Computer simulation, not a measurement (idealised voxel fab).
The document below concerns the process module designated voxel self aligned vias.
We display cut, a cross-section 255 nm in width whose square cells are each 5 nm.
A cross-section in this document is a grid of square cells, and it is written down as bands, the top band listed before the ones below it; a band is made up of one or more rows of cells. Band: top and bottom heights (nm) first, top before bottom; then materials from left to right, widths in nm. "throughout" marks a sole material filling the band edge to edge. "blank" denotes empty space. Height reference: 0 = level under which incoming wafer is all one material. Lowest band: no bottom, runs on downward, e.g. "0 -> down". A two-number width, for instance "30->40", indicates that the width is equal to the first number in the top row of the band and to the second number in the bottom row, and that it changes by a constant amount per row of cells. Any step labelled "remains unaltered" changed none of the cells in the cross-section. Closed empty spaces (no open way to the top) of 8 cells or more are what "Sealed void list" lists, each as width x height at distance from the left edge, nm for all three. On a step's line, text after the settings is the simulator commenting on that step. "overlay nm" denotes, for a step that has a mask, the displacement of the mask to the right of its planned place, with negative values corresponding to the left.

The planned process steps are enumerated hereunder:
1 RECEIVE | material Si
2 CONFORMAL_DEP | material SiO2 | thk nm 10
3 CONFORMAL_DEP | material SiCN | thk nm 5
4 DIRECTIONAL_DEP | material lowk | thk nm 25
5 DIRECTIONAL_DEP | material aC | thk nm 10
6 PATTERN | tone open | mask id LINES | material resist | width nm 25 | pitch nm 65 | thk nm 25 | overlay nm 0
7 DIRECTIONAL_ETCH | etch materials aC | depth nm 10
8 STRIP | etch materials resist
9 DIRECTIONAL_ETCH | etch materials lowk | depth nm 25
10 STRIP | etch materials aC
11 CONFORMAL_DEP | material TiN | thk nm 5
12 FILL_DEP | material W | thk nm 10
13 CMP | height nm 40
14 SELECTIVE_ETCH | etch materials W Ru TiN | depth nm 5
15 FILL_DEP | material SiN | thk nm 5
16 CMP | height nm 40
17 DIRECTIONAL_DEP | material lowk | thk nm 15
18 MASKED_ETCH | tone open | mask id VIAS | width nm 45 | pitch nm 130 | etch materials lowk | depth nm 15 | overlay nm 0
19 MASKED_ETCH | tone open | mask id VIAS | width nm 45 | pitch nm 130 | etch materials SiN | depth nm 5 | overlay nm 0
20 CONFORMAL_DEP | material TiN | thk nm 5
21 FILL_DEP | material Ru | thk nm 5
22 CMP | height nm 55
23 CONFORMAL_DEP | material SiN | thk nm 5

Cross-section: wafer on arrival = after step 1:
0 -> down: Si throughout
Sealed void list: none

One mistake in running the module, otherwise start and plan as above: cross-section at the end:
60 -> 55: SiN throughout
55 -> 45: lowk 40 nm, TiN 5 nm, Ru 35 nm, TiN 5 nm, lowk 85 nm, TiN 5 nm, Ru 35 nm, TiN 5 nm, lowk 40 nm
45 -> 40: lowk 40 nm, TiN 15 nm, Ru 15 nm, TiN 15 nm, lowk 85 nm, TiN 15 nm, Ru 15 nm, TiN 15 nm, lowk 40 nm
40 -> 35: lowk 50 nm, TiN 25 nm, lowk 40 nm, SiN 25 nm, lowk 40 nm, TiN 25 nm, lowk 50 nm
35 -> 25: lowk 50 nm, TiN 5 nm, W 15 nm, TiN 5 nm, lowk 40 nm, TiN 5 nm, W 15 nm, TiN 5 nm, lowk 40 nm, TiN 5 nm, W 15 nm, TiN 5 nm, lowk 50 nm
25 -> 20: lowk 50 nm, TiN 25 nm, lowk 40 nm, TiN 25 nm, lowk 40 nm, TiN 25 nm, lowk 50 nm
20 -> 15: SiCN throughout
15 -> 0: SiO2 throughout
0 -> down: Si throughout
Sealed void list: none
Deviation noted in wafer processing: step 2 went in with a setting other than planned; the actual run was CONFORMAL_DEP | material SiO2 | thk nm 15
